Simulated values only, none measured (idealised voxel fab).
Name of the process module below: voxel capacitor over wiring
In the cross-section labelled cut, the width is 240 nm and each square cell is 5 nm.
How to read a cross-section here: the picture is a grid of square cells, written as bands going from the top down, and any band can span one or more rows of cells.
Top, bottom (nm), then materials left to right with widths (nm); lone material tagged "everywhere" fills the whole band edge to edge; "empty" = empty space.
The reference from which all heights are counted is 0, the level beneath which the as-received wafer is entirely one material; the lowest band, having no lower bound, proceeds downward and is written after the example "0 and below".
Width "30..40": first value at the band's top row of cells, second value at its bottom row, equal change from row to row.
Basically "everything unchanged" means that step didn't change any cell in the cross-section.
Entry "Enclosed void inventory". Content: empty spaces with no open connection to the top, size 8 cells or greater. Each: width x height at distance. Distance: from left edge. Unit: nm.
after a step's settings: what the simulator itself notes on the step
For masked steps, "overlay nm" on the step line gives how far right of plan the mask actually lay; a minus sign means it lay to the left.
[This section lists the process steps that were planned]
- 1: RECEIVE, material Si
- 2: CONFORMAL_DEP, material SiO2, thk nm 10
- 3: CONFORMAL_DEP, material SiN, thk nm 5
- 4: DIRECTIONAL_DEP, material SiO2, thk nm 15
- 5: PATTERN, tone open, mask id METAL_1, material resist, width nm 30, pitch nm 80, thk nm 15, overlay nm 0
- 6: DIRECTIONAL_ETCH, etch materials SiO2, depth nm 15
- 7: DIRECTIONAL_ETCH, etch materials SiN, depth nm 5
- 8: STRIP, etch materials resist
- 9: CONFORMAL_DEP, material TiN, thk nm 5
- 10: FILL_DEP, material Cu, thk nm 5
- 11: CMP, height nm 30
- 12: EPI, material Ru, thk nm 5
- 13: FILL_DEP, material SiCN, thk nm 5
- 14: DIRECTIONAL_DEP, material SiO2, thk nm 15
- 15: DIRECTIONAL_DEP, material aC, thk nm 15
- 16: PATTERN, tone open, mask id PLUG_1, material resist, width nm 15, thk nm 30, overlay nm 0
- 17: DIRECTIONAL_ETCH, etch materials aC, depth nm 15
- 18: STRIP, etch materials resist
- 19: DIRECTIONAL_ETCH, etch materials SiO2, depth nm 15
- 20: DIRECTIONAL_ETCH, etch materials SiCN, depth nm 5
- 21: STRIP, etch materials aC
- 22: CONFORMAL_DEP, material TiN, thk nm 5
- 23: FILL_DEP, material W, thk nm 10
- 24: CMP, height nm 55
- 25: DIRECTIONAL_DEP, material TiN, thk nm 10
- 26: DIRECTIONAL_DEP, material Al2O3, thk nm 5
- 27: DIRECTIONAL_DEP, material TiN, thk nm 5
- 28: MASKED_ETCH, tone cover, mask id UPPER_PLATE, width nm 55, etch materials TiN, depth nm 5, overlay nm 0
- 29: MASKED_ETCH, tone cover, mask id UPPER_PLATE, width nm 55, etch materials Al2O3, depth nm 5, overlay nm 0
- 30: MASKED_ETCH, tone cover, mask id LOWER_PLATE, width nm 65, etch materials TiN, depth nm 10, overlay nm 0
- 31: FILL_DEP, material SiO2, thk nm 20
- 32: CMP, height nm 90
- 33: DIRECTIONAL_DEP, material aC, thk nm 15
- 34: PATTERN, tone open, mask id PLUG_2, material resist, width nm 15, thk nm 35, overlay nm 0
- 35: DIRECTIONAL_ETCH, etch materials aC, depth nm 15
- 36: STRIP, etch materials resist
- 37: DIRECTIONAL_ETCH, etch materials SiO2, depth nm 15
- 38: STRIP, etch materials aC
- 39: CONFORMAL_DEP, material TiN, thk nm 5
- 40: FILL_DEP, material Ru, thk nm 5
- 41: CMP, height nm 90
- 42: CONFORMAL_DEP, material SiN, thk nm 5
[This is the cross-section of the wafer as we received it, i.e. after step 1]
    0 and below | Si everywhere
    Enclosed void inventory: none
[Cross-section at module end, one run error; start and plan unchanged from above]
    95 down to 90 | SiN everywhere
    90 down to 80 | SiO2 (90)  TiN (5)  Ru (5)  TiN (5)  SiO2 (135)
    80 down to 70 | SiO2 (90..80)  TiN (15..55)  SiO2 (135..105)
    70 down to 65 | SiO2 (80)  Al2O3 (55)  SiO2 (105)
    65 down to 55 | SiO2 (75)  TiN (65)  SiO2 (100)
    55 down to 40 | SiO2 (80)  TiN (5)  W (5)  TiN (5)  SiO2 (145)
    40 down to 35 | SiCN (80)  TiN (15)  SiCN (145)
    35 down to 30 | Ru everywhere
    30 down to 25 | TiN (70)  Cu (20)  TiN (60)  Cu (20)  TiN (70)
    25 down to 15 | SiO2 (65)  TiN (5)  Cu (20)  TiN (5)  SiO2 (50)  TiN (5)  Cu (20)  TiN (5)  SiO2 (65)
    15 down to 10 | SiO2 (65)  TiN (30)  SiO2 (50)  TiN (30)  SiO2 (65)
    10 down to 0 | SiO2 everywhere
    0 and below | Si everywhere
    Enclosed void inventory: none
Which mistake was made when the wafer was run? the plan's step 3 was left out and never carried out
